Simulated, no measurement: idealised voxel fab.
process module | voxel transistor to metal
cross-section cut | 190 nm wide | cells 5 nm
A cross-section is a grid of square cells, given in bands from the top down. A band is one or more rows of cells.
Each band's line starts with the height of the band's top and of its bottom, in nm. Then come its materials from left to right, each with its width in nm. One material with "throughout" fills the band from edge to edge. "air" is empty space.
Height 0 is the level under which the wafer as received is all one material. The lowest band goes on downwards, as in "0 down".
A width such as "30 to 40" changes by the same amount from each row of cells to the next, from the band's top row to its bottom row.
"no change" after a step means that no cell of the cross-section changed.
closed voids: empty space of 8 cells or more with no open way to the top, each as width x height at its distance from the left edge, in nm
after a step's settings: what the simulator itself notes on the step
overlay nm, on a step with a mask: how far to the right of its planned place the mask lay; to the left if negative
plan
1 op RECEIVE | material Si
2 op CONFORMAL_DEP | material SiO2 | thk nm 5
3 op CONFORMAL_DEP | material SiN | thk nm 15
4 op MASKED_ETCH | tone cover | mask id ACTIVE | width nm 115 | etch materials SiN | depth nm 15 | overlay nm 0
5 op MASKED_ETCH | tone cover | mask id ACTIVE | width nm 115 | etch materials SiO2 | depth nm 5 | overlay nm 0
6 op MASKED_ETCH | tone cover | mask id ACTIVE | width nm 115 | etch materials Si | depth nm 30 | overlay nm 0
7 op OXIDIZE | depth nm 5
8 op FILL_DEP | material SiO2 | thk nm 10
9 op CMP | height nm 20
10 op SELECTIVE_ETCH | etch materials SiO2 | depth nm 15
11 op STRIP | etch materials SiN
12 op SELECTIVE_ETCH | etch materials SiO2 | depth nm 5
13 op OXIDIZE | depth nm 5
14 op DIRECTIONAL_DEP | material polySi | thk nm 25
15 op DIRECTIONAL_DEP | material SiCN | thk nm 10
16 op PATTERN | tone cover | mask id GATE | material resist | width nm 25 | thk nm 20 | overlay nm 0
17 op DIRECTIONAL_ETCH | etch materials SiCN | depth nm 20
18 op DIRECTIONAL_ETCH | etch materials polySi | depth nm 35
19 op STRIP | etch materials resist
20 op CONFORMAL_DEP | material SiO2 | thk nm 5
21 op DIRECTIONAL_ETCH | etch materials SiO2 | depth nm 5
22 op CONFORMAL_DEP | material SiN | thk nm 5
23 op DIRECTIONAL_ETCH | etch materials SiN | depth nm 5
24 op DIRECTIONAL_ETCH | etch materials SiO2 | depth nm 5
25 op EPI | material pSi | thk nm 5
26 op FILL_DEP | material SiO2 | thk nm 10
27 op CMP | height nm 35
28 op DIRECTIONAL_DEP | material SiO2 | thk nm 10
29 op MASKED_ETCH | tone open | mask id CONTACT | width nm 15 | pitch nm 80 | etch materials SiO2 | depth nm 45 | overlay nm 0
30 op CONFORMAL_DEP | material TiN | thk nm 5
31 op FILL_DEP | material Ru | thk nm 5
32 op CMP | height nm 45
33 op DIRECTIONAL_DEP | material TiN | thk nm 5
34 op DIRECTIONAL_DEP | material W | thk nm 25
35 op MASKED_ETCH | tone cover | mask id METAL_1 | width nm 15 | pitch nm 80 | etch materials W | depth nm 25 | overlay nm 0
36 op MASKED_ETCH | tone cover | mask id METAL_1 | width nm 15 | pitch nm 80 | etch materials TiN | depth nm 5 | overlay nm 0
37 op CONFORMAL_DEP | material SiCN | thk nm 5
38 op FILL_DEP | material SiO2 | thk nm 5
39 op CMP | height nm 75
40 op CONFORMAL_DEP | material SiN | thk nm 5
as received, after step 1
  0 down: Si throughout
  closed voids: none
a wafer at the end: this start, this plan, one mistake
  80 to 75: SiN throughout
  75 to 50: SiO2 40 | SiCN 5 | W 15 | SiCN 5 | SiO2 55 | SiCN 5 | W 15 | SiCN 5 | SiO2 45
  50 to 45: SiCN 45 | TiN 15 | SiCN 65 | TiN 15 | SiCN 50
  45 to 35: SiO2 45 | TiN 5 | Ru 5 | TiN 5 | SiO2 65 | TiN 5 | Ru 5 | TiN 5 | SiO2 50
  35 to 25: SiO2 45 | TiN 5 | Ru 5 | TiN 5 | SiO2 10 | SiN 5 | SiO2 5 | SiCN 25 | SiO2 5 | SiN 5 | SiO2 10 | TiN 5 | Ru 5 | TiN 5 | SiO2 50
  25 to 5: SiO2 45 | TiN 5 | Ru 5 | TiN 5 | SiO2 10 | SiN 5 | SiO2 5 | polySi 25 | SiO2 5 | SiN 5 | SiO2 10 | TiN 5 | Ru 5 | TiN 5 | SiO2 50
  5 to 0: SiO2 45 | TiN 15 | SiO2 10 | SiN 5 | SiO2 5 | polySi 25 | SiO2 5 | SiN 5 | SiO2 10 | TiN 15 | SiO2 50
  0 to -5: SiO2 40 | pSi 30 | SiO2 45 | pSi 30 | SiO2 45
  -5 to -10: SiO2 45 | Si 95 | SiO2 50
  -10 to -35: SiO2 40 | Si 105 | SiO2 45
  -35 down: Si throughout
  closed voids: none
what went wrong: step 2 was left out
